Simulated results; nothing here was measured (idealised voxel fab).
The following process module bears the name voxel air gaps.
The figure presents cross-section cut, which has a width of 170 nm and is divided into square cells with an edge length of 5 nm.
Throughout this document, each cross-section is represented as a grid of square cells and is presented as a sequence of bands enumerated from the top downward, where a band comprises one or more rows of cells.
Each band's line starts with the height of the band's top and of its bottom, in nm. Then come its materials from left to right, each with its width in nm. One material with "full width" fills the band from edge to edge. "empty" is empty space.
It should be noted that heights are counted from 0, beneath which the wafer as supplied is of one material throughout, and that the lowest band possesses no lower boundary but continues downward, as written in "0 and below".
Read "30..40" as a graded width: first number on top, second number at the bottom, same change between each pair of neighbouring rows.
Basically "changes: none" means that step didn't change any cell in the cross-section.
Closed empty spaces (no open way to the top) of 8 cells or more are what "Unvented cavities" lists, each as width x height at distance from the left edge, nm for all three.
after a step's settings: what the simulator itself notes on the step
overlay nm: mask offset rightward from planned place, masked step; negative means leftward offset.
-- So here's the lineup of process steps we planned
1: RECEIVE: material Si
2: CONFORMAL_DEP: material SiO2, thk nm 15
3: CONFORMAL_DEP: material SiCN, thk nm 5
4: DIRECTIONAL_DEP: material lowk, thk nm 35
5: MASKED_ETCH: tone open, mask id LINES, width nm 20, pitch nm 50, etch materials lowk, depth nm 35, overlay nm 0
6: CONFORMAL_DEP: material TiN, thk nm 5
7: FILL_DEP: material Ru, thk nm 5
8: CMP: height nm 55
9: EPI: material Ru, thk nm 10
10: SELECTIVE_ETCH: etch materials lowk, depth nm 45
11: CONFORMAL_DEP: material SiCN, thk nm 5
-- So this is the incoming wafer in cross-section - it's already been through step 1
	0 and below = Si full width
	Unvented cavities: none
-- The cross-section shown corresponds to the wafer at the conclusion of the module. The initial structure and the process plan are those presented above; however, one mistake occurred in executing the plan
	70 down to 65 = empty=10, then SiCN=155, then empty=5
	65 down to 55 = empty=10, then SiCN=5, then Ru=45, then SiCN=5, then Ru=45, then SiCN=5, then Ru=45, then SiCN=5, then empty=5
	55 down to 50 = empty=10, then SiCN=15, then TiN=5, then Ru=15, then TiN=5, then SiCN=25, then TiN=5, then Ru=15, then TiN=5, then SiCN=25, then TiN=5, then Ru=15, then TiN=5, then SiCN=15, then empty=5
	50 down to 25 = empty=20, then SiCN=5, then TiN=5, then Ru=15, then TiN=5, then SiCN=5, then empty=15, then SiCN=5, then TiN=5, then Ru=15, then TiN=5, then SiCN=5, then empty=15, then SiCN=5, then TiN=5, then Ru=15, then TiN=5, then SiCN=5, then empty=15
	25 down to 20 = SiCN=25, then TiN=25, then SiCN=25, then TiN=25, then SiCN=25, then TiN=25, then SiCN=20
	20 down to 15 = SiCN full width
	15 down to 0 = SiO2 full width
	0 and below = Si full width
	Unvented cavities: 15 x 25 at 55; 15 x 25 at 105
Want to know what went wrong? so step 5 ended up running with a different setting than we planned, it ran as MASKED_ETCH: tone open, mask id LINES, width nm 25, pitch nm 50, etch materials lowk, depth nm 35, overlay nm 0
